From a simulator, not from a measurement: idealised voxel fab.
Documented hereafter: the process module known as voxel ribs on slabs.
Section cut is 290 nm wide and gridded with 5 nm square cells.
Heads up, the way a cross-section reads in here is a grid of square cells, handed over as bands from the top down, with every band being one or more rows of cells. First you get the band's top height and its bottom height, in nm, and then the materials it's made of, left to right, with each width in nm. If you see a single material with "throughout", that one covers the band edge to edge. "air" is empty space. Height datum 0, below which the as-received substrate wafer is one material. Lowest band open at the bottom, running downward: "0 -> down". Think of "30..40" as a width that walks from the first number to the second as you go down the band, top row to bottom row, taking equal-sized steps from row to row. Reading "identical to before" for a step: not a cell of the cross-section changed in it. "Fully enclosed voids": sealed empty spaces, 8 cells or more, no open way to top, listed width x height at distance, with distance from the left edge and width, height and distance in nm. Step line, after settings: the simulator's comment on this step. overlay nm: mask offset rightward from planned place, masked step; negative means leftward offset.
**Steps planned for the process**
1: RECEIVE [material Si]
2: DIRECTIONAL_DEP [material SiO2] [thk nm 20]
3: DIRECTIONAL_DEP [material polySi] [thk nm 15]
4: DIRECTIONAL_DEP [material aC] [thk nm 15]
5: PATTERN [tone cover] [mask id RIB] [material resist] [width nm 15] [thk nm 30] [overlay nm 0]
6: DIRECTIONAL_ETCH [etch materials aC] [depth nm 15]
7: STRIP [etch materials resist]
8: DIRECTIONAL_ETCH [etch materials polySi] [depth nm 10]
9: STRIP [etch materials aC]
10: MASKED_ETCH [tone cover] [mask id SLAB] [width nm 35] [etch materials polySi] [depth nm 5] [overlay nm 0]
11: FILL_DEP [material SiO2] [thk nm 25]
12: CMP [height nm 55]
13: DIRECTIONAL_DEP [material W] [thk nm 10]
14: DIRECTIONAL_DEP [material aC] [thk nm 15]
15: PATTERN [tone cover] [mask id HEATER] [material resist] [width nm 25] [thk nm 30] [overlay nm 0]
16: DIRECTIONAL_ETCH [etch materials aC] [depth nm 15]
17: STRIP [etch materials resist]
18: DIRECTIONAL_ETCH [etch materials W] [depth nm 10]
19: STRIP [etch materials aC]
20: CONFORMAL_DEP [material SiN] [thk nm 5]
The width nm used in step 10 is not the same on every wafer, whereas the starting condition is; the value printed in the plan is the first wafer's.
**The as-received cross-section of the first of several wafers corresponds to the state after step 1**
  0 -> down | Si throughout
  Fully enclosed voids: none
**Where each wafer stands at the end of the module, a row apiece: cells of each material gained (+) or lost (-) since it was received, then closed voids**
width nm 35 | +62 SiN | +625 SiO2 | +10 W | +13 polySi | Fully enclosed voids: none
width nm 40 | +62 SiN | +624 SiO2 | +10 W | +14 polySi | Fully enclosed voids: none
width nm 45 | +62 SiN | +623 SiO2 | +10 W | +15 polySi | Fully enclosed voids: none
width nm 50 | +62 SiN | +622 SiO2 | +10 W | +16 polySi | Fully enclosed voids: none
width nm 55 | +62 SiN | +621 SiO2 | +10 W | +17 polySi | Fully enclosed voids: none
width nm 60 | +62 SiN | +620 SiO2 | +10 W | +18 polySi | Fully enclosed voids: none
